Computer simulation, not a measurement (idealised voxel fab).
Presented below is a process module, voxel ribs on slabs.
In the cross-section labelled cut, the width is 275 nm and each square cell is 5 nm.
Cross-section format: a grid of square cells, given as bands from top to bottom; each band is one or more rows of cells.
Band: top and bottom heights (nm) first, top before bottom; then materials from left to right, widths in nm. "edge to edge" marks a sole material filling the band edge to edge. "air" denotes empty space.
It should be noted that heights are counted from 0, beneath which the wafer as supplied is of one material throughout, and that the lowest band possesses no lower boundary but continues downward, as written in "top 0, no bottom".
So if you see something like "30 to 40" for the width, read it as the top row of the band sitting at the first number and the bottom row at the second, with every row in between moving by the same amount as the last.
Where a step carries "no modification", the cross-section came out of it unchanged, cell for cell.
"Trapped void list" means: voids of 8 cells or more that are shut off from the top with no open way through. Written width x height at distance, distance from the left edge, in nm.
Whatever follows a step's settings on its line is a remark the simulator itself makes about that step.
For masked steps, "overlay nm" on the step line gives how far right of plan the mask actually lay; a minus sign means it lay to the left.
**plan**
1. RECEIVE, material Si
2. DIRECTIONAL_DEP, material SiO2, thk nm 30
3. DIRECTIONAL_DEP, material SiN, thk nm 20
4. DIRECTIONAL_DEP, material aC, thk nm 15
5. PATTERN, tone cover, mask id RIB, material resist, width nm 30, thk nm 35, overlay nm 0
6. DIRECTIONAL_ETCH, etch materials aC, depth nm 15
7. STRIP, etch materials resist
8. DIRECTIONAL_ETCH, etch materials SiN, depth nm 5
9. STRIP, etch materials aC
10. DIRECTIONAL_DEP, material aC, thk nm 10
11. PATTERN, tone cover, mask id SLAB, material resist, width nm 80, thk nm 30, overlay nm 0
12. DIRECTIONAL_ETCH, etch materials aC, depth nm 10
13. STRIP, etch materials resist
14. DIRECTIONAL_ETCH, etch materials SiN, depth nm 15
15. STRIP, etch materials aC
16. FILL_DEP, material SiO2, thk nm 25
17. CMP, height nm 65
18. DIRECTIONAL_DEP, material TiN, thk nm 5
19. PATTERN, tone cover, mask id HEATER, material resist, width nm 40, thk nm 20, overlay nm 0
20. DIRECTIONAL_ETCH, etch materials TiN, depth nm 5
21. STRIP, etch materials resist
22. CONFORMAL_DEP, material SiO2, thk nm 10
**First of two wafers, processed according to plan**
**Cross-sectional view of the wafer in its as-received condition, corresponding to the state after step 1**
	top 0, no bottom = Si edge to edge
	Trapped void list: none
**Wafer xsec, post step 2**
	top 30, bottom 0 = SiO2 edge to edge
	No changes below 0.
**Wafer xsec, post step 3**
	top 50, bottom 30 = SiN edge to edge
	No changes below 30.
**Wafer xsec, post step 4**
	top 65, bottom 50 = aC edge to edge
	No changes below 50.
**Wafer xsec, post step 5**
	top 100, bottom 65 = 120 nm air, then 30 nm resist, then 125 nm air
	No changes below 65.
**Wafer xsec, post step 6**
	top 85, bottom 65 = 120 nm air, then 30 nm resist, then 125 nm air
	top 65, bottom 50 = 120 nm air, then 30 nm aC, then 125 nm air
	No changes below 50.
**Wafer xsec, post step 7**
	top 65, bottom 50 = 120 nm air, then 30 nm aC, then 125 nm air
	No changes below 50.
**Wafer xsec, post step 8**
	top 65, bottom 50 = 120 nm air, then 30 nm aC, then 125 nm air
	top 50, bottom 45 = 120 nm air, then 30 nm SiN, then 125 nm air
	No changes below 45.
**Wafer xsec, post step 9**
	top 50, bottom 45 = 120 nm air, then 30 nm SiN, then 125 nm air
	No changes below 45.
**Wafer xsec, post step 10**
	top 60, bottom 55 = 120 nm air, then 30 nm aC, then 125 nm air
	top 55, bottom 50 = aC edge to edge
	top 50, bottom 45 = 120 nm aC, then 30 nm SiN, then 125 nm aC
	No changes below 45.
**Wafer xsec, post step 11**
	top 90, bottom 60 = 95 nm air, then 80 nm resist, then 100 nm air
	top 60, bottom 55 = 95 nm air, then 25 nm resist, then 30 nm aC, then 25 nm resist, then 100 nm air
	No changes below 55.
**Wafer xsec, post step 12**
	top 80, bottom 60 = 95 nm air, then 80 nm resist, then 100 nm air
	top 60, bottom 55 = 95 nm air, then 25 nm resist, then 30 nm aC, then 25 nm resist, then 100 nm air
	top 55, bottom 50 = 95 nm air, then 80 nm aC, then 100 nm air
	top 50, bottom 45 = 95 nm air, then 25 nm aC, then 30 nm SiN, then 25 nm aC, then 100 nm air
	No changes below 45.
**Wafer xsec, post step 13**
	top 60, bottom 50 = 120 to 95 nm air, then 30 to 80 nm aC, then 125 to 100 nm air
	No changes below 50.
**Wafer xsec, post step 14**
	top 60, bottom 50 = 120 to 95 nm air, then 30 to 80 nm aC, then 125 to 100 nm air
	top 50, bottom 45 = 95 nm air, then 25 nm aC, then 30 nm SiN, then 25 nm aC, then 100 nm air
	top 45, bottom 30 = 95 nm air, then 80 nm SiN, then 100 nm air
	No changes below 30.
**Wafer xsec, post step 15**
	top 50, bottom 45 = 120 nm air, then 30 nm SiN, then 125 nm air
	No changes below 45.
**Wafer xsec, post step 16**
	top 75, bottom 50 = SiO2 edge to edge
	top 50, bottom 45 = 120 nm SiO2, then 30 nm SiN, then 125 nm SiO2
	top 45, bottom 30 = 95 nm SiO2, then 80 nm SiN, then 100 nm SiO2
	No changes below 30.
**Wafer xsec, post step 17**
	top 65, bottom 50 = SiO2 edge to edge
	No changes below 50.
**Wafer xsec, post step 18**
	top 70, bottom 65 = TiN edge to edge
	No changes below 65.
**Wafer xsec, post step 19**
	top 90, bottom 70 = 115 nm air, then 40 nm resist, then 120 nm air
	No changes below 70.
**Wafer xsec, post step 20**
	top 90, bottom 70 = 115 nm air, then 40 nm resist, then 120 nm air
	top 70, bottom 65 = 115 nm air, then 40 nm TiN, then 120 nm air
	No changes below 65.
**Wafer xsec, post step 21**
	top 70, bottom 65 = 115 nm air, then 40 nm TiN, then 120 nm air
	No changes below 65.
**Wafer xsec, post step 22**
	top 80, bottom 75 = 105 nm air, then 60 nm SiO2, then 110 nm air
	top 75, bottom 70 = SiO2 edge to edge
	top 70, bottom 65 = 115 nm SiO2, then 40 nm TiN, then 120 nm SiO2
	No changes below 65.
**It is to be noted that the second wafer proceeded from the same initial state and according to the same plan as the first, although one mistake was committed in its execution; through step 21, inclusive, the two wafers share an identical history**
Second wafer, sectioned view, at step 22's planned end time: no modification
The mistake made against the process plan was this: no execution of plan step 22; skipped
Cell-count delta at end, second wafer over first, by material: -114 SiO2
